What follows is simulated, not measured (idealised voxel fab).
Process module name: voxel self aligned contacts
Displayed cross-section: cut, width of 220 nm, square cells sized 5 nm.
This document writes a cross-section as a grid whose cells are square, and gives it as bands, listed from the top down; one or more rows of cells form a band. Band: top and bottom heights (nm) first, top before bottom; then materials from left to right, widths in nm. "all across" marks a sole material filling the band edge to edge. "air" denotes empty space. Height 0 is the level under which the wafer as received is all one material. The lowest band goes on downwards, as in "z 0 and below". Think of "30->40" as a width that walks from the first number to the second as you go down the band, top row to bottom row, taking equal-sized steps from row to row. "nothing was modified" -> step changed no cross-section cell. What "Enclosed void listing" gives you is every empty space of 8 cells or more that is cut off from the top. Each appears as width x height at distance, with the distance taken from the left edge and width, height and distance all in nm. after a step's settings: what the simulator itself notes on the step. The setting "overlay nm" may be written on the line of a step. When the step uses a mask, the value reports how far to the right of the planned place the mask lay, and a negative value reports that it lay to the left.
**Planned process steps**
1) RECEIVE [material Si]
2) CONFORMAL_DEP [material SiO2] [thk nm 5]
3) DIRECTIONAL_DEP [material polySi] [thk nm 25]
4) DIRECTIONAL_DEP [material SiN] [thk nm 15]
5) PATTERN [tone cover] [mask id GATE] [material resist] [width nm 35] [pitch nm 70] [thk nm 20] [overlay nm 0]
6) DIRECTIONAL_ETCH [etch materials SiN] [depth nm 15]
7) DIRECTIONAL_ETCH [etch materials polySi] [depth nm 25]
8) STRIP [etch materials resist]
9) CONFORMAL_DEP [material SiN] [thk nm 5]
10) DIRECTIONAL_ETCH [etch materials SiN] [depth nm 5]
11) FILL_DEP [material SiO2] [thk nm 10]
12) CMP [height nm 50]
13) DIRECTIONAL_DEP [material aC] [thk nm 10]
14) PATTERN [tone open] [mask id CONTACT] [material resist] [width nm 55] [pitch nm 70] [thk nm 30] [overlay nm 0]
15) DIRECTIONAL_ETCH [etch materials aC] [depth nm 10]
16) STRIP [etch materials resist]
17) DIRECTIONAL_ETCH [etch materials SiO2] [depth nm 50]
18) STRIP [etch materials aC]
19) CONFORMAL_DEP [material TiN] [thk nm 5]
20) FILL_DEP [material Ru] [thk nm 10]
21) CMP [height nm 50]
22) CONFORMAL_DEP [material SiCN] [thk nm 5]
**Wafer as received: cross-section following step 1**
	z 0 and below  Si all across
	Enclosed void listing: none
**Wafer cross-section at end of module: start and plan as shown above, one execution error**
	z 55 to 50  SiCN all across
	z 50 to 40  SiO2 (45)  TiN (5->20)  Ru (45->15)  TiN (5->20)  SiO2 (15)  TiN (5->20)  Ru (45->15)  TiN (5->20)  SiO2 (50)
	z 40 to 25  SiO2 (15)  SiN (45)  TiN (5)  Ru (15)  TiN (5)  SiN (45)  TiN (5)  Ru (15)  TiN (5)  SiN (45)  SiO2 (20)
	z 25 to 5  SiO2 (15)  SiN (5)  polySi (35)  SiN (5)  TiN (5)  Ru (15)  TiN (5)  SiN (5)  polySi (35)  SiN (5)  TiN (5)  Ru (15)  TiN (5)  SiN (5)  polySi (35)  SiN (5)  SiO2 (20)
	z 5 to 0  SiO2 (15)  SiN (5)  polySi (35)  SiN (5)  TiN (25)  SiN (5)  polySi (35)  SiN (5)  TiN (25)  SiN (5)  polySi (35)  SiN (5)  SiO2 (20)
	z 0 and below  Si all across
	Enclosed void listing: none
The plan and the run diverged here: it should be noted that step 2 of the plan was omitted and was not performed
